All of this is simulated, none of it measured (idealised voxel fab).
A process module follows: voxel transistor to metal.
Displayed cross-section: cut, width of 215 nm, square cells sized 5 nm.
Cross-section = grid of square cells, listed top down in bands; band = one or more rows. Quick guide to a band line: top height, bottom height (nm) up front; then every material left to right with its width in nm. Only one material and it's marked "full width"? Then it fills the band edge to edge. And "empty" just means empty space. Height datum 0, below which the as-received substrate wafer is one material. Lowest band open at the bottom, running downward: "0 nm and below". A width such as "30..40" changes by the same amount from each row of cells to the next, from the band's top row to its bottom row. "no alteration" after a step means that no cell of the cross-section changed. What "Cavities, closed" gives you is every empty space of 8 cells or more that is cut off from the top. Each appears as width x height at distance, with the distance taken from the left edge and width, height and distance all in nm. Formally, on a step line, whatever follows the settings is a remark that the simulator itself makes on the step. "overlay nm" denotes, for a step that has a mask, the displacement of the mask to the right of its planned place, with negative values corresponding to the left.

# The following list gives the planned process steps
step 1: RECEIVE [material Si]
step 2: OXIDIZE [depth nm 5]
step 3: CONFORMAL_DEP [material SiN] [thk nm 15]
step 4: DIRECTIONAL_DEP [material aC] [thk nm 10]
step 5: PATTERN [tone cover] [mask id ACTIVE] [material resist] [width nm 115] [thk nm 25] [overlay nm 0]
step 6: DIRECTIONAL_ETCH [etch materials aC] [depth nm 10]
step 7: STRIP [etch materials resist]
step 8: DIRECTIONAL_ETCH [etch materials SiN] [depth nm 15]
step 9: DIRECTIONAL_ETCH [etch materials SiO2] [depth nm 5]
step 10: DIRECTIONAL_ETCH [etch materials Si] [depth nm 25]
step 11: STRIP [etch materials aC]
step 12: OXIDIZE [depth nm 5]
step 13: FILL_DEP [material SiO2] [thk nm 15]
step 14: CMP [height nm 15]
step 15: SELECTIVE_ETCH [etch materials SiO2] [depth nm 15]
step 16: STRIP [etch materials SiN]
step 17: SELECTIVE_ETCH [etch materials SiO2] [depth nm 5]
step 18: OXIDIZE [depth nm 5]
step 19: DIRECTIONAL_DEP [material polySi] [thk nm 20]
step 20: DIRECTIONAL_DEP [material SiCN] [thk nm 10]
step 21: PATTERN [tone cover] [mask id GATE] [material resist] [width nm 25] [thk nm 20] [overlay nm 0]
step 22: DIRECTIONAL_ETCH [etch materials SiCN] [depth nm 20]
step 23: DIRECTIONAL_ETCH [etch materials polySi] [depth nm 30]
step 24: STRIP [etch materials resist]
step 25: CONFORMAL_DEP [material SiN] [thk nm 5]
step 26: DIRECTIONAL_ETCH [etch materials SiN] [depth nm 5]
step 27: DIRECTIONAL_ETCH [etch materials SiO2] [depth nm 5]
step 28: DIRECTIONAL_ETCH [etch materials Si] [depth nm 15]
step 29: EPI [material SiGe] [thk nm 15]
step 30: FILL_DEP [material SiO2] [thk nm 10]
step 31: CMP [height nm 15]
step 32: STRIP [etch materials polySi]
step 33: SELECTIVE_ETCH [etch materials SiO2] [depth nm 5]
step 34: CONFORMAL_DEP [material HfO2] [thk nm 5]
step 35: CONFORMAL_DEP [material TiN] [thk nm 5]
step 36: FILL_DEP [material W] [thk nm 10]
step 37: CMP [height nm 10]
step 38: DIRECTIONAL_DEP [material SiO2] [thk nm 15]
step 39: PATTERN [tone open] [mask id CONTACT] [material resist] [width nm 20] [pitch nm 85] [thk nm 20] [overlay nm 0]
step 40: DIRECTIONAL_ETCH [etch materials SiO2] [depth nm 35]
step 41: STRIP [etch materials resist]
step 42: CONFORMAL_DEP [material TiN] [thk nm 5]
step 43: FILL_DEP [material W] [thk nm 10]
step 44: CMP [height nm 25]
step 45: DIRECTIONAL_DEP [material TiN] [thk nm 5]
step 46: DIRECTIONAL_DEP [material Ru] [thk nm 15]
step 47: PATTERN [tone cover] [mask id METAL_1] [material resist] [width nm 20] [pitch nm 85] [thk nm 20] [overlay nm 0]
step 48: DIRECTIONAL_ETCH [etch materials Ru] [depth nm 15]
step 49: DIRECTIONAL_ETCH [etch materials TiN] [depth nm 5]
step 50: STRIP [etch materials resist]
step 51: CONFORMAL_DEP [material SiCN] [thk nm 5]
step 52: FILL_DEP [material lowk] [thk nm 10]
step 53: CMP [height nm 45]
step 54: CONFORMAL_DEP [material SiCN] [thk nm 5]

# So this is the incoming wafer in cross-section - it's already been through step 1
- 0 nm and below: Si full width
- Cavities, closed: none

# Wafer cross-section at module end: first of two, run to plan
- 50 nm to 45 nm: SiCN full width
- 45 nm to 30 nm: lowk 50 nm  SiCN 5 nm  Ru 20 nm  SiCN 5 nm  lowk 55 nm  SiCN 5 nm  Ru 20 nm  SiCN 5 nm  lowk 50 nm
- 30 nm to 25 nm: SiCN 55 nm  TiN 20 nm  SiCN 65 nm  TiN 20 nm  SiCN 55 nm
- 25 nm to 10 nm: SiO2 55 nm  TiN 5 nm  W 10 nm  TiN 5 nm  SiO2 65 nm  TiN 5 nm  W 10 nm  TiN 5 nm  SiO2 55 nm
- 10 nm to 5 nm: SiO2 55 nm  TiN 5 nm  W 10 nm  TiN 5 nm  SiO2 15 nm  SiN 5 nm  HfO2 5 nm  TiN 5 nm  W 5 nm  TiN 5 nm  HfO2 5 nm  SiN 5 nm  SiO2 15 nm  TiN 5 nm  W 10 nm  TiN 5 nm  SiO2 55 nm
- 5 nm to 0 nm: SiO2 55 nm  TiN 5 nm  W 10 nm  TiN 5 nm  SiGe 15 nm  SiN 5 nm  HfO2 5 nm  TiN 5 nm  W 5 nm  TiN 5 nm  HfO2 5 nm  SiN 5 nm  SiGe 15 nm  TiN 5 nm  W 10 nm  TiN 5 nm  SiO2 55 nm
- 0 nm to -5 nm: SiO2 55 nm  TiN 5 nm  W 10 nm  TiN 5 nm  SiGe 15 nm  SiN 5 nm  HfO2 5 nm  TiN 15 nm  HfO2 5 nm  SiN 5 nm  SiGe 15 nm  TiN 5 nm  W 10 nm  TiN 5 nm  SiO2 55 nm
- -5 nm to -10 nm: SiO2 55 nm  TiN 20 nm  SiGe 15 nm  HfO2 35 nm  SiGe 15 nm  TiN 20 nm  SiO2 55 nm
- -10 nm to -25 nm: SiO2 55 nm  SiGe 35 nm  Si 35 nm  SiGe 35 nm  SiO2 55 nm
- -25 nm to -35 nm: SiO2 55 nm  Si 105 nm  SiO2 55 nm
- -35 nm and below: Si full width
- Cavities, closed: none

# Second wafer cross-section at end of module - shared start and plan with the first, one mistake in the run
- 65 nm to 60 nm: SiCN full width
- 60 nm to 50 nm: lowk full width
- 50 nm to 45 nm: lowk 50 nm  SiCN 30 nm  lowk 55 nm  SiCN 30 nm  lowk 50 nm
- 45 nm to 30 nm: lowk 50 nm  SiCN 5 nm  Ru 20 nm  SiCN 5 nm  lowk 55 nm  SiCN 5 nm  Ru 20 nm  SiCN 5 nm  lowk 50 nm
- 30 nm to 25 nm: SiCN 55 nm  TiN 20 nm  SiCN 65 nm  TiN 20 nm  SiCN 55 nm
- 25 nm to 10 nm: SiO2 55 nm  TiN 5 nm  W 10 nm  TiN 5 nm  SiO2 65 nm  TiN 5 nm  W 10 nm  TiN 5 nm  SiO2 55 nm
- 10 nm to 5 nm: SiO2 55 nm  TiN 5 nm  W 10 nm  TiN 5 nm  SiO2 15 nm  SiN 5 nm  HfO2 5 nm  TiN 5 nm  W 5 nm  TiN 5 nm  HfO2 5 nm  SiN 5 nm  SiO2 15 nm  TiN 5 nm  W 10 nm  TiN 5 nm  SiO2 55 nm
- 5 nm to 0 nm: SiO2 55 nm  TiN 5 nm  W 10 nm  TiN 5 nm  SiGe 15 nm  SiN 5 nm  HfO2 5 nm  TiN 5 nm  W 5 nm  TiN 5 nm  HfO2 5 nm  SiN 5 nm  SiGe 15 nm  TiN 5 nm  W 10 nm  TiN 5 nm  SiO2 55 nm
- 0 nm to -5 nm: SiO2 55 nm  TiN 5 nm  W 10 nm  TiN 5 nm  SiGe 15 nm  SiN 5 nm  HfO2 5 nm  TiN 15 nm  HfO2 5 nm  SiN 5 nm  SiGe 15 nm  TiN 5 nm  W 10 nm  TiN 5 nm  SiO2 55 nm
- -5 nm to -10 nm: SiO2 55 nm  TiN 20 nm  SiGe 15 nm  HfO2 35 nm  SiGe 15 nm  TiN 20 nm  SiO2 55 nm
- -10 nm to -25 nm: SiO2 55 nm  SiGe 35 nm  Si 35 nm  SiGe 35 nm  SiO2 55 nm
- -25 nm to -35 nm: SiO2 55 nm  Si 105 nm  SiO2 55 nm
- -35 nm and below: Si full width
- Cavities, closed: none
Misprocessing identified: with respect to the plan, step 53 was omitted and not executed
It is noted that, at the conclusion of processing, the second wafer exhibits a higher or lower cell count for certain materials relative to the first: 12 more of SiCN, 117 more of lowk
